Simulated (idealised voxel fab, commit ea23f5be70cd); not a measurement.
The following is a process module called voxel trench capacitor.
We display cut, a cross-section 245 nm in width whose square cells are each 5 nm.
If you're reading a cross-section in this doc, picture square cells in a grid; it comes to you as bands, top ones listed first down to the bottom, and a band can be one or more rows of cells.
For a band, the entry starts with two heights in nm, that of the top and then that of the bottom, and carries on with the band's materials in order from left to right, each alongside its width in nm; the word "everywhere" beside a single material means it fills the band edge to edge, and "air" means empty space.
Where do heights start? At 0: under that level the wafer as delivered is made of one material only. And the lowest band has no floor; it just carries on downward, as in "from 0 down".
A width such as "30 to 40" changes by the same amount from each row of cells to the next, from the band's top row to its bottom row.
It should be understood that the words "nothing different", when stated for a given step, signify that the cross-section underwent no change in any of its cells during that step.
Under "Enclosed internal voids" you'll find the enclosed gaps, the ones with no way out to the top, that are 8 cells or bigger; each reads width x height at distance, with distance counted from the left edge, everything in nm.
The remark found on a step's line after its settings is issued by the simulator itself and pertains to that step.
Among the settings permitted on a step's line is "overlay nm"; applied to a step with a mask, it specifies the extent to which the mask lay to the right of its planned position, whereas a negative figure signifies a position to the left.

**List of planned process steps**
1: RECEIVE, material Si
2: CONFORMAL_DEP, material SiN, thk nm 10
3: MASKED_ETCH, tone open, mask id TRENCH, width nm 15, pitch nm 30, etch materials SiN, depth nm 10, overlay nm 0
4: MASKED_ETCH, tone open, mask id TRENCH, width nm 15, pitch nm 30, etch materials Si, depth nm 30, overlay nm 0
5: CONFORMAL_DEP, material Al2O3, thk nm 5
6: FILL_DEP, material polySi, thk nm 5
7: CMP, height nm 10

**The first of two wafers, run as planned**

**Delivered wafer in cross-section: state after step 1**
* from 0 down = Si everywhere
* Enclosed internal voids: none

**Once step 2 is through, the wafer looks like this in cross-section**
* from 10 to 0 = SiN everywhere
* Lower than 0, everything is as it was.

**Once step 3 is through, the wafer looks like this in cross-section**
* from 10 to 0 = SiN 70 nm  air 15 nm  SiN 15 nm  air 15 nm  SiN 15 nm  air 15 nm  SiN 15 nm  air 15 nm  SiN 70 nm
* Lower than 0, everything is as it was.

**Once step 4 is through, the wafer looks like this in cross-section**
* from 10 to 0 = SiN 70 nm  air 15 nm  SiN 15 nm  air 15 nm  SiN 15 nm  air 15 nm  SiN 15 nm  air 15 nm  SiN 70 nm
* from 0 to -30 = Si 70 nm  air 15 nm  Si 15 nm  air 15 nm  Si 15 nm  air 15 nm  Si 15 nm  air 15 nm  Si 70 nm
* Lower than -30, everything is as it was.

**Once step 5 is through, the wafer looks like this in cross-section**
* from 15 to 10 = Al2O3 75 nm  air 5 nm  Al2O3 25 nm  air 5 nm  Al2O3 25 nm  air 5 nm  Al2O3 25 nm  air 5 nm  Al2O3 75 nm
* from 10 to 0 = SiN 70 nm  Al2O3 5 nm  air 5 nm  Al2O3 5 nm  SiN 15 nm  Al2O3 5 nm  air 5 nm  Al2O3 5 nm  SiN 15 nm  Al2O3 5 nm  air 5 nm  Al2O3 5 nm  SiN 15 nm  Al2O3 5 nm  air 5 nm  Al2O3 5 nm  SiN 70 nm
* from 0 to -25 = Si 70 nm  Al2O3 5 nm  air 5 nm  Al2O3 5 nm  Si 15 nm  Al2O3 5 nm  air 5 nm  Al2O3 5 nm  Si 15 nm  Al2O3 5 nm  air 5 nm  Al2O3 5 nm  Si 15 nm  Al2O3 5 nm  air 5 nm  Al2O3 5 nm  Si 70 nm
* from -25 to -30 = Si 70 nm  Al2O3 15 nm  Si 15 nm  Al2O3 15 nm  Si 15 nm  Al2O3 15 nm  Si 15 nm  Al2O3 15 nm  Si 70 nm
* Lower than -30, everything is as it was.

**Once step 6 is through, the wafer looks like this in cross-section**
* from 20 to 15 = polySi everywhere
* from 15 to 10 = Al2O3 75 nm  polySi 5 nm  Al2O3 25 nm  polySi 5 nm  Al2O3 25 nm  polySi 5 nm  Al2O3 25 nm  polySi 5 nm  Al2O3 75 nm
* from 10 to 0 = SiN 70 nm  Al2O3 5 nm  polySi 5 nm  Al2O3 5 nm  SiN 15 nm  Al2O3 5 nm  polySi 5 nm  Al2O3 5 nm  SiN 15 nm  Al2O3 5 nm  polySi 5 nm  Al2O3 5 nm  SiN 15 nm  Al2O3 5 nm  polySi 5 nm  Al2O3 5 nm  SiN 70 nm
* from 0 to -25 = Si 70 nm  Al2O3 5 nm  polySi 5 nm  Al2O3 5 nm  Si 15 nm  Al2O3 5 nm  polySi 5 nm  Al2O3 5 nm  Si 15 nm  Al2O3 5 nm  polySi 5 nm  Al2O3 5 nm  Si 15 nm  Al2O3 5 nm  polySi 5 nm  Al2O3 5 nm  Si 70 nm
* Lower than -25, everything is as it was.

**Once step 7 is through, the wafer looks like this in cross-section**
* from 10 to 0 = SiN 70 nm  Al2O3 5 nm  polySi 5 nm  Al2O3 5 nm  SiN 15 nm  Al2O3 5 nm  polySi 5 nm  Al2O3 5 nm  SiN 15 nm  Al2O3 5 nm  polySi 5 nm  Al2O3 5 nm  SiN 15 nm  Al2O3 5 nm  polySi 5 nm  Al2O3 5 nm  SiN 70 nm
* Lower than 0, everything is as it was.

**Companion wafer, the second of two: same beginning, same intended sequence, one mistake in carrying it out; through step 6 inclusive it tracks the first exactly**

**Second wafer at the planned finish of step 7, seen in cross-section**
* from 0 to -25 = Si 70 nm  Al2O3 5 nm  polySi 5 nm  Al2O3 5 nm  Si 15 nm  Al2O3 5 nm  polySi 5 nm  Al2O3 5 nm  Si 15 nm  Al2O3 5 nm  polySi 5 nm  Al2O3 5 nm  Si 15 nm  Al2O3 5 nm  polySi 5 nm  Al2O3 5 nm  Si 70 nm
* Lower than -25, everything is as it was.
Short version of what went wrong: it should be noted that step 7 was executed with settings other than those planned, the operation and settings actually applied being CMP, height nm 0
Heads up, by the end the second wafer has more or fewer cells of some materials compared to the first: Al2O3: 16 fewer; SiN: 74 fewer; polySi: 8 fewer
